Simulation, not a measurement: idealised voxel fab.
Herein follows the process module entitled voxel fin reveal.
For reference, the cross-section in this document is cut, with width 215 nm and square cells of 5 nm.
Cross-section spec: square-cell grid; bands listed top down; each band is one or more rows. The band entry comprises the height of the band's top followed by the height of its bottom, expressed in nm, and subsequently the band's materials from left to right, each stated together with its width in nm. Where a single material is marked with the word "all across", that material fills the band from edge to edge. The word "air" represents empty space. Note: height 0 marks the level under which the wafer is uniformly one material as received. Lowest band unbounded below, written "z 0 and below". The notation "30 to 40" denotes a width that varies across the rows of cells in the band, beginning at the first number in the top row, finishing at the second number in the bottom row, and changing by an identical amount from each row to the next. The designation "remained the same", where it is given for a processing step, indicates that no cell of the cross-section was altered in the course of that step. Empty spaces counting at least 8 cells and having no open way to the top are listed in "Entrapped void list". The notation width x height at distance is used for each, the distance being from the left edge and all three values in nm. Text after the settings on a step's line: the simulator's own remark on that step. If you see "overlay nm" on a step's line and that step has a mask, it's telling you how far right of where it was planned the mask ended up; a negative number means it went left instead.
Here's what the planned process steps look like:
1 RECEIVE,material Si
2 CONFORMAL_DEP,material SiN,thk nm 10
3 MASKED_ETCH,tone cover,mask id FINS,width nm 15,pitch nm 35,etch materials SiN,depth nm 10,overlay nm 0
4 MASKED_ETCH,tone cover,mask id FINS,width nm 15,pitch nm 35,etch materials Si,depth nm 35,overlay nm 0
5 FILL_DEP,material SiO2,thk nm 10
6 CMP,height nm 10
7 SELECTIVE_ETCH,etch materials SiO2,depth nm 20
8 STRIP,etch materials SiN
9 CONFORMAL_DEP,material SiO2,thk nm 5
The first wafer of two, processed as planned:
So this is the incoming wafer in cross-section - it's already been through step 1:
> z 0 and below | Si all across
> Entrapped void list: none
After step 2, in cross-section:
> z 10 to 0 | SiN all across
> Anything lower than 0 is untouched.
After step 3, in cross-section:
> z 10 to 0 | 80 of air | 15 of SiN | 20 of air | 15 of SiN | 85 of air
> Anything lower than 0 is untouched.
After step 4, in cross-section:
> z 10 to 0 | 80 of air | 15 of SiN | 20 of air | 15 of SiN | 85 of air
> z 0 to -35 | 80 of air | 15 of Si | 20 of air | 15 of Si | 85 of air
> Anything lower than -35 is untouched.
After step 5, in cross-section:
> z 20 to 10 | SiO2 all across
> z 10 to 0 | 80 of SiO2 | 15 of SiN | 20 of SiO2 | 15 of SiN | 85 of SiO2
> z 0 to -35 | 80 of SiO2 | 15 of Si | 20 of SiO2 | 15 of Si | 85 of SiO2
> Anything lower than -35 is untouched.
After step 6, in cross-section:
> z 10 to 0 | 80 of SiO2 | 15 of SiN | 20 of SiO2 | 15 of SiN | 85 of SiO2
> Anything lower than 0 is untouched.
After step 7, in cross-section:
> z 10 to 0 | 80 of air | 15 of SiN | 20 of air | 15 of SiN | 85 of air
> z 0 to -10 | 80 of air | 15 of Si | 20 of air | 15 of Si | 85 of air
> Anything lower than -10 is untouched.
After step 8, in cross-section:
> z 0 to -10 | 80 of air | 15 of Si | 20 of air | 15 of Si | 85 of air
> Anything lower than -10 is untouched.
After step 9, in cross-section:
> z 5 to 0 | 75 of air | 25 of SiO2 | 10 of air | 25 of SiO2 | 80 of air
> z 0 to -5 | 75 of air | 5 of SiO2 | 15 of Si | 5 of SiO2 | 10 of air | 5 of SiO2 | 15 of Si | 5 of SiO2 | 80 of air
> z -5 to -35 | 80 of SiO2 | 15 of Si | 20 of SiO2 | 15 of Si | 85 of SiO2
> Anything lower than -35 is untouched.
Second wafer. Start and plan as for the first. One mistake made in running. Agrees with the first up to and including step 8:
Second wafer profile in section, at the moment step 9 of the plan was meant to be complete:
> z 5 to 0 | 75 of air | 25 of SiN | 10 of air | 25 of SiN | 80 of air
> z 0 to -5 | 75 of air | 5 of SiN | 15 of Si | 5 of SiN | 10 of air | 5 of SiN | 15 of Si | 5 of SiN | 80 of air
> z -5 to -10 | 80 of SiN | 15 of Si | 20 of SiN | 15 of Si | 85 of SiN
> Anything lower than -10 is untouched.
Run error: step 9 ran as: CONFORMAL_DEP,material SiN,thk nm 5
Counted in cells at the end, the second wafer holds more or fewer of these materials than the first: 51 more of SiN, 51 fewer of SiO2
